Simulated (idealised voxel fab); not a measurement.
You're looking at the process module voxel wiring stack.
Cross-sectional view cut (width: 205 nm; square cell size: 5 nm).
This document writes a cross-section as a grid whose cells are square, and gives it as bands, listed from the top down; one or more rows of cells form a band.
For a band, the entry starts with two heights in nm, that of the top and then that of the bottom, and carries on with the band's materials in order from left to right, each alongside its width in nm; the word "throughout" beside a single material means it fills the band edge to edge, and "blank" means empty space.
Counting heights begins at 0, where everything beneath is, in the wafer as received, one material. The lowest band has no bottom; it goes on downwards, as "top 0, no bottom" shows.
Quick explanation for "30..40": the width changes in equal steps down the rows of cells, from the first number in the band's top row to the second number in its bottom row.
For the purposes of this document, the phrase "nothing altered" attached to a step denotes that no cell within the cross-section was modified by that step.
For the entry "Closed internal voids", the listed items are empty spaces with no open way to the top whose size is 8 cells or more; each item follows the pattern width x height at distance, where distance is from the left edge and all three are in nm.
Where a step's line continues beyond its settings, the continuation is a remark by the simulator itself on that step.
The optional step-line setting "overlay nm" applies to steps with a mask and quantifies how far to the right of its planned location the mask lay, a negative value indicating leftward placement.
### Here's what the planned process steps look like
1 RECEIVE, material Si
2 CONFORMAL_DEP, material SiO2, thk nm 10
3 CONFORMAL_DEP, material SiCN, thk nm 5
4 DIRECTIONAL_DEP, material SiO2, thk nm 25
5 PATTERN, tone open, mask id METAL_1, material resist, width nm 25, pitch nm 40, thk nm 15, overlay nm 0
6 DIRECTIONAL_ETCH, etch materials SiO2, depth nm 25
7 DIRECTIONAL_ETCH, etch materials SiCN, depth nm 5
8 STRIP, etch materials resist
9 CONFORMAL_DEP, material TiN, thk nm 5
10 FILL_DEP, material Cu, thk nm 5
11 CMP, height nm 40
12 EPI, material Ru, thk nm 5
13 FILL_DEP, material SiCN, thk nm 5
14 DIRECTIONAL_DEP, material SiO2, thk nm 10
15 MASKED_ETCH, tone open, mask id PLUG_1, width nm 15, pitch nm 40, etch materials SiO2, depth nm 10, overlay nm 0
16 MASKED_ETCH, tone open, mask id PLUG_1, width nm 15, pitch nm 40, etch materials SiCN, depth nm 5, overlay nm 0
17 EPI, material Ru, thk nm 10
18 EPI, material Ru, thk nm 5
19 CONFORMAL_DEP, material SiN, thk nm 5
20 DIRECTIONAL_DEP, material SiO2, thk nm 25
21 MASKED_ETCH, tone open, mask id METAL_2, width nm 25, pitch nm 40, etch materials SiO2, depth nm 25, overlay nm 0
22 MASKED_ETCH, tone open, mask id METAL_2, width nm 25, pitch nm 40, etch materials SiN, depth nm 5, overlay nm 0
23 CONFORMAL_DEP, material TiN, thk nm 5
24 FILL_DEP, material Cu, thk nm 5
25 CMP, height nm 90
26 CONFORMAL_DEP, material SiCN, thk nm 5
27 DIRECTIONAL_DEP, material lowk, thk nm 15
28 MASKED_ETCH, tone open, mask id PLUG_2, width nm 15, pitch nm 40, etch materials lowk, depth nm 15, overlay nm 0
29 MASKED_ETCH, tone open, mask id PLUG_2, width nm 15, pitch nm 40, etch materials SiCN, depth nm 5, overlay nm 0
30 EPI, material Ru, thk nm 10
31 EPI, material Ru, thk nm 10
32 CONFORMAL_DEP, material SiCN, thk nm 5
33 DIRECTIONAL_DEP, material lowk, thk nm 20
34 DIRECTIONAL_DEP, material aC, thk nm 15
35 PATTERN, tone open, mask id METAL_3, material resist, width nm 25, pitch nm 40, thk nm 35, overlay nm 0
36 DIRECTIONAL_ETCH, etch materials aC, depth nm 15
37 STRIP, etch materials resist
38 DIRECTIONAL_ETCH, etch materials lowk, depth nm 20
39 DIRECTIONAL_ETCH, etch materials SiCN, depth nm 5
40 STRIP, etch materials aC
41 CONFORMAL_DEP, material TiN, thk nm 5
42 FILL_DEP, material Cu, thk nm 10
43 CMP, height nm 135
44 CONFORMAL_DEP, material SiN, thk nm 5
### Wafer at receipt (post step 1), cross-section
- top 0, no bottom  Si throughout
- Closed internal voids: none
### This is how the wafer looks in cross-section once the module is done, given the starting state and plan above and one mistake in carrying the plan out
- top 140, bottom 135  SiN throughout
- top 135, bottom 130  35 TiN  15 Cu  25 TiN  15 Cu  25 TiN  15 Cu  25 TiN  15 Cu  35 TiN
- top 130, bottom 115  30 lowk  5 TiN  15 Cu  5 TiN  15 lowk  5 TiN  15 Cu  5 TiN  15 lowk  5 TiN  15 Cu  5 TiN  15 lowk  5 TiN  15 Cu  5 TiN  30 lowk
- top 115, bottom 110  30 lowk  25 TiN  15 lowk  25 TiN  15 lowk  25 TiN  15 lowk  25 TiN  30 lowk
- top 110, bottom 95  30 lowk  15 Ru  25 lowk  15 Ru  25 lowk  15 Ru  25 lowk  15 Ru  40 lowk
- top 95, bottom 90  30 SiCN  15 Ru  25 SiCN  15 Ru  25 SiCN  15 Ru  25 SiCN  15 Ru  40 SiCN
- top 90, bottom 65  30 SiO2  5 TiN  15 Cu  5 TiN  15 SiO2  5 TiN  15 Cu  5 TiN  15 SiO2  5 TiN  15 Cu  5 TiN  15 SiO2  5 TiN  15 Cu  5 TiN  30 SiO2
- top 65, bottom 60  30 SiN  25 TiN  15 SiN  25 TiN  15 SiN  25 TiN  15 SiN  25 TiN  30 SiN
- top 60, bottom 50  30 SiO2  15 Ru  25 SiO2  15 Ru  25 SiO2  15 Ru  25 SiO2  15 Ru  40 SiO2
- top 50, bottom 40  30..25 SiCN  15..35 Ru  25..5 SiCN  15..35 Ru  25..5 SiCN  15..35 Ru  25..5 SiCN  15..35 Ru  40..25 SiCN
- top 40, bottom 15  30 SiO2  5 TiN  15 Cu  5 TiN  15 SiO2  5 TiN  15 Cu  5 TiN  15 SiO2  5 TiN  15 Cu  5 TiN  15 SiO2  5 TiN  15 Cu  5 TiN  30 SiO2
- top 15, bottom 10  30 SiCN  25 TiN  15 SiCN  25 TiN  15 SiCN  25 TiN  15 SiCN  25 TiN  30 SiCN
- top 10, bottom 0  SiO2 throughout
- top 0, no bottom  Si throughout
- Closed internal voids: none
The plan and the run diverged here: step 32 of the plan never got run, it was skipped over
